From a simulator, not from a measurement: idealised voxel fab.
The process module presented herein is designated voxel ribs on slabs.
This is section cut - it's 250 nm across, gridded in 5 nm square cells.
Format of a cross-section: grid, square cells. Given as bands. Order: top down. Band: one or more rows of cells.
What a band's entry tells you: where the top is and where the bottom is, as heights in nm, and after that what lies inside, material by material from left to right, each with its width in nm. Empty space is written as the word "blank", and a single material marked with the word "edge to edge" occupies the band from edge to edge.
Measure heights from 0. That's the level where, below it, the as-received wafer is all one material. The lowest band is bottomless and extends downward; write it as in "z 0 and below".
Quick explanation for "30->40": the width changes in equal steps down the rows of cells, from the first number in the band's top row to the second number in its bottom row.
When a step is marked "no change occurred", none of the cells in the cross-section changed during that step.
You'll see "Closed cavity list" listing empty spaces that have no way open to the top, as long as they're 8 cells or more; the notation is width x height at distance, where the distance is from the left edge, and all of it is in nm.
Post-settings text on a step line: simulator's own remark regarding the step.
If you see "overlay nm" on a step's line and that step has a mask, it's telling you how far right of where it was planned the mask ended up; a negative number means it went left instead.

## This section lists the process steps that were planned
1. RECEIVE, material Si
2. DIRECTIONAL_DEP, material SiO2, thk nm 30
3. DIRECTIONAL_DEP, material polySi, thk nm 20
4. PATTERN, tone cover, mask id RIB, material resist, width nm 30, thk nm 20, overlay nm 0
5. DIRECTIONAL_ETCH, etch materials polySi, depth nm 5
6. STRIP, etch materials resist
7. MASKED_ETCH, tone cover, mask id SLAB, width nm 90, etch materials polySi, depth nm 15, overlay nm 0
8. FILL_DEP, material SiO2, thk nm 15
9. CMP, height nm 60
10. DIRECTIONAL_DEP, material TiN, thk nm 5
11. DIRECTIONAL_DEP, material aC, thk nm 10
12. PATTERN, tone cover, mask id HEATER, material resist, width nm 40, thk nm 25, overlay nm 0
13. DIRECTIONAL_ETCH, etch materials aC, depth nm 10
14. STRIP, etch materials resist
15. DIRECTIONAL_ETCH, etch materials TiN, depth nm 5
16. STRIP, etch materials aC
17. CONFORMAL_DEP, material SiO2, thk nm 10

## Cross-section of the incoming wafer, state after step 1
z 0 and below | Si edge to edge
Closed cavity list: none

## Cross-sectional image of the first of two wafers at the end of the module, the run having proceeded as planned
z 75 to 70 | blank: 95, then SiO2: 60, then blank: 95
z 70 to 65 | SiO2 edge to edge
z 65 to 60 | SiO2: 105, then TiN: 40, then SiO2: 105
z 60 to 50 | SiO2 edge to edge
z 50 to 45 | SiO2: 110, then polySi: 30, then SiO2: 110
z 45 to 30 | SiO2: 80, then polySi: 90, then SiO2: 80
z 30 to 0 | SiO2 edge to edge
z 0 and below | Si edge to edge
Closed cavity list: none

## This is the second of the two wafers, cross-sectioned at the end of the module; it started exactly like the first and was given the same plan, but it was run with one mistake
z 75 to 70 | blank: 95, then SiO2: 60, then blank: 95
z 70 to 65 | SiO2 edge to edge
z 65 to 60 | SiO2: 105, then TiN: 40, then SiO2: 105
z 60 to 20 | SiO2 edge to edge
z 20 to 0 | polySi edge to edge
z 0 and below | Si edge to edge
Closed cavity list: none
Processing error: it was found that steps 2 and 3 of the process plan had been performed in exchanged positions
at the end the second wafer has, in cells: -140 SiO2; +140 polySi
